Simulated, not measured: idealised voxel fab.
process module | voxel trench capacitor
cross-section cut | 165 nm wide | cells 5 nm
A cross-section is a grid of square cells, given in bands from the top down. A band is one or more rows of cells.
Each band's line starts with the height of the band's top and of its bottom, in nm. Then come its materials from left to right, each with its width in nm. One material with "throughout" fills the band from edge to edge. "air" is empty space.
Height 0 is the level under which the wafer as received is all one material. The lowest band goes on downwards, as in "0 down".
A width such as "30 to 40" changes by the same amount from each row of cells to the next, from the band's top row to its bottom row.
"no change" after a step means that no cell of the cross-section changed.
closed voids: empty space of 8 cells or more with no open way to the top, each as width x height at its distance from the left edge, in nm
after a step's settings: what the simulator itself notes on the step
overlay nm, on a step with a mask: how far to the right of its planned place the mask lay; to the left if negative
plan
1 op RECEIVE | material Si
2 op CONFORMAL_DEP | material SiN | thk nm 10
3 op MASKED_ETCH | tone open | mask id TRENCH | width nm 30 | pitch nm 60 | etch materials SiN | depth nm 10 | overlay nm 0
4 op MASKED_ETCH | tone open | mask id TRENCH | width nm 30 | pitch nm 60 | etch materials Si | depth nm 35 | overlay nm 0
5 op CONFORMAL_DEP | material Al2O3 | thk nm 5
6 op CONFORMAL_DEP | material TiN | thk nm 5
7 op FILL_DEP | material W | thk nm 10
8 op CMP | height nm 10
as received, after step 1
  0 down: Si throughout
  closed voids: none
first wafer at the end, as planned
  10 to 0: SiN 35 | Al2O3 5 | TiN 5 | W 10 | TiN 5 | Al2O3 5 | SiN 30 | Al2O3 5 | TiN 5 | W 10 | TiN 5 | Al2O3 5 | SiN 40
  0 to -25: Si 35 | Al2O3 5 | TiN 5 | W 10 | TiN 5 | Al2O3 5 | Si 30 | Al2O3 5 | TiN 5 | W 10 | TiN 5 | Al2O3 5 | Si 40
  -25 to -30: Si 35 | Al2O3 5 | TiN 20 | Al2O3 5 | Si 30 | Al2O3 5 | TiN 20 | Al2O3 5 | Si 40
  -30 to -35: Si 35 | Al2O3 30 | Si 30 | Al2O3 30 | Si 40
  -35 down: Si throughout
  closed voids: none
second wafer at the end: like start, like plan, one mistake
  5 to 0: SiN 35 | Al2O3 5 | TiN 5 | W 10 | TiN 5 | Al2O3 5 | SiN 30 | Al2O3 5 | TiN 5 | W 10 | TiN 5 | Al2O3 5 | SiN 40
  0 to -25: Si 35 | Al2O3 5 | TiN 5 | W 10 | TiN 5 | Al2O3 5 | Si 30 | Al2O3 5 | TiN 5 | W 10 | TiN 5 | Al2O3 5 | Si 40
  -25 to -30: Si 35 | Al2O3 5 | TiN 20 | Al2O3 5 | Si 30 | Al2O3 5 | TiN 20 | Al2O3 5 | Si 40
  -30 to -35: Si 35 | Al2O3 30 | Si 30 | Al2O3 30 | Si 40
  -35 down: Si throughout
  closed voids: none
what went wrong: step 8 ran as: op CMP | height nm 5
at the end the second wafer has, in cells: 4 fewer of Al2O3 | 21 fewer of SiN | 4 fewer of TiN | 4 fewer of W
